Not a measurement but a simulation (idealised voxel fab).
Process module in this document: voxel transistor to metal
For reference, the cross-section in this document is cut, with width 270 nm and square cells of 5 nm.
Heads up, the way a cross-section reads in here is a grid of square cells, handed over as bands from the top down, with every band being one or more rows of cells. Band: top height; bottom height; in nm. Then, left to right: material with width in nm, for each material. "all across": a single material spanning edge to edge. "air": empty space. Heights are expressed relative to 0, this being the level below which the as-received wafer comprises one material exclusively. The lowest band is unbounded in the downward direction and is denoted as in "0 and below". Note: "30..40" means the width goes from the first number (top row of the band) to the second number (bottom row) in equal steps per row of cells. Basically "nothing was modified" means that step didn't change any cell in the cross-section. The list in "Cavities, closed" covers empty spaces of 8 cells or more that cannot reach the top through any open way, and it gives each as width x height at distance; the distance is from the left edge, and width, height and distance are in nm. If you see something after the settings on a step's line, that's the simulator's own remark about that step. Each step line may optionally specify "overlay nm", which for a step with a mask gives the rightward distance between the mask's planned place and where it lay, a negative value indicating the leftward direction.

**Listed below are the process steps as planned**
step 1: op RECEIVE | material Si
step 2: op OXIDIZE | depth nm 5
step 3: op CONFORMAL_DEP | material SiN | thk nm 15
step 4: op MASKED_ETCH | tone cover | mask id ACTIVE | width nm 105 | pitch nm 135 | etch materials SiN | depth nm 15 | overlay nm 0
step 5: op MASKED_ETCH | tone cover | mask id ACTIVE | width nm 105 | pitch nm 135 | etch materials SiO2 | depth nm 5 | overlay nm 0
step 6: op MASKED_ETCH | tone cover | mask id ACTIVE | width nm 105 | pitch nm 135 | etch materials Si | depth nm 35 | overlay nm 0
step 7: op OXIDIZE | depth nm 5
step 8: op FILL_DEP | material SiO2 | thk nm 15
step 9: op CMP | height nm 15
step 10: op SELECTIVE_ETCH | etch materials SiO2 | depth nm 15
step 11: op STRIP | etch materials SiN
step 12: op SELECTIVE_ETCH | etch materials SiO2 | depth nm 5
step 13: op OXIDIZE | depth nm 5
step 14: op DIRECTIONAL_DEP | material polySi | thk nm 25
step 15: op DIRECTIONAL_DEP | material SiCN | thk nm 15
step 16: op MASKED_ETCH | tone cover | mask id GATE | width nm 25 | pitch nm 135 | etch materials SiCN | depth nm 25 | overlay nm 0
step 17: op MASKED_ETCH | tone cover | mask id GATE | width nm 25 | pitch nm 135 | etch materials polySi | depth nm 35 | overlay nm 0
step 18: op CONFORMAL_DEP | material SiO2 | thk nm 5
step 19: op DIRECTIONAL_ETCH | etch materials SiO2 | depth nm 5
step 20: op CONFORMAL_DEP | material SiN | thk nm 10
step 21: op DIRECTIONAL_ETCH | etch materials SiN | depth nm 10
step 22: op DIRECTIONAL_ETCH | etch materials SiO2 | depth nm 5
step 23: op DIRECTIONAL_ETCH | etch materials Si | depth nm 5
step 24: op EPI | material pSi | thk nm 10
step 25: op FILL_DEP | material SiO2 | thk nm 10
step 26: op CMP | height nm 20
step 27: op STRIP | etch materials polySi
step 28: op SELECTIVE_ETCH | etch materials SiO2 | depth nm 5
step 29: op CONFORMAL_DEP | material HfO2 | thk nm 5
step 30: op CONFORMAL_DEP | material TiN | thk nm 5
step 31: op FILL_DEP | material W | thk nm 10
step 32: op CMP | height nm 15
step 33: op DIRECTIONAL_DEP | material SiO2 | thk nm 10
step 34: op DIRECTIONAL_DEP | material aC | thk nm 10
step 35: op PATTERN | tone open | mask id CONTACT | material resist | width nm 20 | thk nm 30 | overlay nm 0
step 36: op DIRECTIONAL_ETCH | etch materials aC | depth nm 10
step 37: op STRIP | etch materials resist
step 38: op DIRECTIONAL_ETCH | etch materials SiO2 | depth nm 30
step 39: op STRIP | etch materials aC
step 40: op CONFORMAL_DEP | material TiN | thk nm 5
step 41: op FILL_DEP | material W | thk nm 10
step 42: op CMP | height nm 25
step 43: op CONFORMAL_DEP | material SiN | thk nm 5
step 44: op DIRECTIONAL_DEP | material lowk | thk nm 25
step 45: op DIRECTIONAL_DEP | material aC | thk nm 15
step 46: op PATTERN | tone open | mask id METAL_1 | material resist | width nm 20 | thk nm 30 | overlay nm 0
step 47: op DIRECTIONAL_ETCH | etch materials aC | depth nm 15
step 48: op STRIP | etch materials resist
step 49: op DIRECTIONAL_ETCH | etch materials lowk | depth nm 25
step 50: op DIRECTIONAL_ETCH | etch materials SiN | depth nm 5
step 51: op STRIP | etch materials aC
step 52: op CONFORMAL_DEP | material TiN | thk nm 5
step 53: op FILL_DEP | material Cu | thk nm 5
step 54: op CMP | height nm 55
step 55: op EPI | material Ru | thk nm 5
step 56: op FILL_DEP | material SiCN | thk nm 5

**As-received wafer cross-section (after step 1)**
* 0 and below: Si all across
* Cavities, closed: none

**One mistake in running the module, otherwise start and plan as above: cross-section at the end**
* 65 down to 60: SiCN all across
* 60 down to 55: SiCN (15); Ru (30); SiCN (45); Ru (30); SiCN (30); Ru (30); SiCN (45); Ru (30); SiCN (15)
* 55 down to 30: lowk (20); TiN (5); Cu (10); TiN (5); lowk (55); TiN (5); Cu (10); TiN (5); lowk (40); TiN (5); Cu (10); TiN (5); lowk (55); TiN (5); Cu (10); TiN (5); lowk (20)
* 30 down to 25: SiN (20); TiN (20); SiN (55); TiN (20); SiN (40); TiN (20); SiN (55); TiN (20); SiN (20)
* 25 down to 15: SiO2 (20); TiN (5); W (15..10); TiN (5..10); SiO2 (50); TiN (5); W (15); TiN (5); SiO2 (35); TiN (5); W (15..10); TiN (5..10); SiO2 (50); TiN (5); W (15); TiN (5); SiO2 (15)
* 15 down to 5: SiO2 (20); TiN (5); W (10); TiN (5); SiN (10); HfO2 (5); TiN (5); W (15); TiN (5); HfO2 (5); SiN (10); TiN (5); W (15); TiN (5); SiO2 (35); TiN (5); W (10); TiN (5); SiN (10); HfO2 (5); TiN (5); W (15); TiN (5); HfO2 (5); SiN (10); TiN (5); W (15); TiN (5); SiO2 (15)
* 5 down to 0: SiO2 (20); TiN (20); SiN (10); HfO2 (5); TiN (5); W (15); TiN (5); HfO2 (5); SiN (10); TiN (15); W (5); TiN (5); SiO2 (35); TiN (20); SiN (10); HfO2 (5); TiN (5); W (15); TiN (5); HfO2 (5); SiN (10); TiN (15); W (5); TiN (5); SiO2 (15)
* 0 down to -5: SiO2 (20); TiN (10); pSi (10); SiN (10); HfO2 (5); TiN (25); HfO2 (5); SiN (10); pSi (10); TiN (15); SiO2 (35); TiN (10); pSi (10); SiN (10); HfO2 (5); TiN (25); HfO2 (5); SiN (10); pSi (10); TiN (15); SiO2 (15)
* -5 down to -10: SiO2 (15); pSi (25); SiO2 (10); HfO2 (35); SiO2 (10); pSi (25); SiO2 (30); pSi (25); SiO2 (10); HfO2 (35); SiO2 (10); pSi (25); SiO2 (15)
* -10 down to -15: SiO2 (20); pSi (20); Si (55); pSi (20); SiO2 (40); pSi (20); Si (55); pSi (20); SiO2 (20)
* -15 down to -45: SiO2 (20); Si (95); SiO2 (40); Si (95); SiO2 (20)
* -45 and below: Si all across
* Cavities, closed: none
Against the plan, the run slipped here: step 35: run off-plan, actual operation and settings op PATTERN | tone open | mask id CONTACT | material resist | width nm 25 | thk nm 30 | overlay nm 0
